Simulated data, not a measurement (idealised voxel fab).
Title: Process Module voxel fin reveal
Pictured: cross-section cut, 215 nm wide, on a grid of 5 nm square cells.
Cross-section layout: square cells on a grid; listed as bands, top to bottom; a band spans one or more cell rows. Band: top height; bottom height; in nm. Then, left to right: material with width in nm, for each material. "edge to edge": a single material spanning edge to edge. "blank": empty space. Heights are reckoned from 0. Under this level, the received wafer is all of one material. The bottommost band is open-ended downward, for example "from 0 down". When a width is written as two numbers, as in "30 to 40", the first number is the width in the top row of cells of the band and the second is the width in its bottom row, and the width changes by the same amount from each row to the next. Step marked "identical to before"? Then no cell in the cross-section changed in it. Closed-off voids of 8+ cells (no open route to the top) go in "Enclosed void listing", written width x height at distance from the left edge, in nm. Read whatever lies past the settings on a step's line as the simulator's own remark about the step. Regarding "overlay nm": on a step with a mask, it is the distance the mask lay to the right of its planned place; a negative value places it to the left.
[Process steps (planned)]
1. op RECEIVE | material Si
2. op CONFORMAL_DEP | material SiN | thk nm 10
3. op DIRECTIONAL_DEP | material aC | thk nm 10
4. op PATTERN | tone cover | mask id FINS | material resist | width nm 15 | pitch nm 40 | thk nm 25 | overlay nm 0
5. op DIRECTIONAL_ETCH | etch materials aC | depth nm 10
6. op STRIP | etch materials resist
7. op DIRECTIONAL_ETCH | etch materials SiN | depth nm 10
8. op DIRECTIONAL_ETCH | etch materials Si | depth nm 30
9. op STRIP | etch materials aC
10. op OXIDIZE | depth nm 5
11. op FILL_DEP | material SiO2 | thk nm 10
12. op CMP | height nm 10
13. op SELECTIVE_ETCH | etch materials SiO2 | depth nm 25
14. op STRIP | etch materials SiN
[Wafer at receipt (post step 1), cross-section]
> from 0 down = Si edge to edge
> Enclosed void listing: none
[Cross-section taken at module completion on the first of two wafers; processed per the plan]
> from 0 to -15 = 65 blank, then 5 Si, then 35 blank, then 5 Si, then 35 blank, then 5 Si, then 65 blank
> from -15 to -35 = 65 SiO2, then 5 Si, then 35 SiO2, then 5 Si, then 35 SiO2, then 5 Si, then 65 SiO2
> from -35 down = Si edge to edge
> Enclosed void listing: none
[Wafer two cross-section, module end. Start and plan unchanged from wafer one; one mistake made during the run]
> from 0 to -15 = 65 blank, then 5 Si, then 35 blank, then 5 Si, then 35 blank, then 5 Si, then 65 blank
> from -15 to -25 = 35 SiO2, then 30 blank, then 5 Si, then 35 blank, then 5 Si, then 35 blank, then 5 Si, then 30 blank, then 35 SiO2
> from -25 to -35 = 65 SiO2, then 5 Si, then 35 SiO2, then 5 Si, then 35 SiO2, then 5 Si, then 65 SiO2
> from -35 down = Si edge to edge
> Enclosed void listing: none
What was the processing mistake? ran 13 and 14 in swapped order versus the plan
End of process, cell counts, second wafer against first, materials with more or fewer: SiO2: 52 fewer
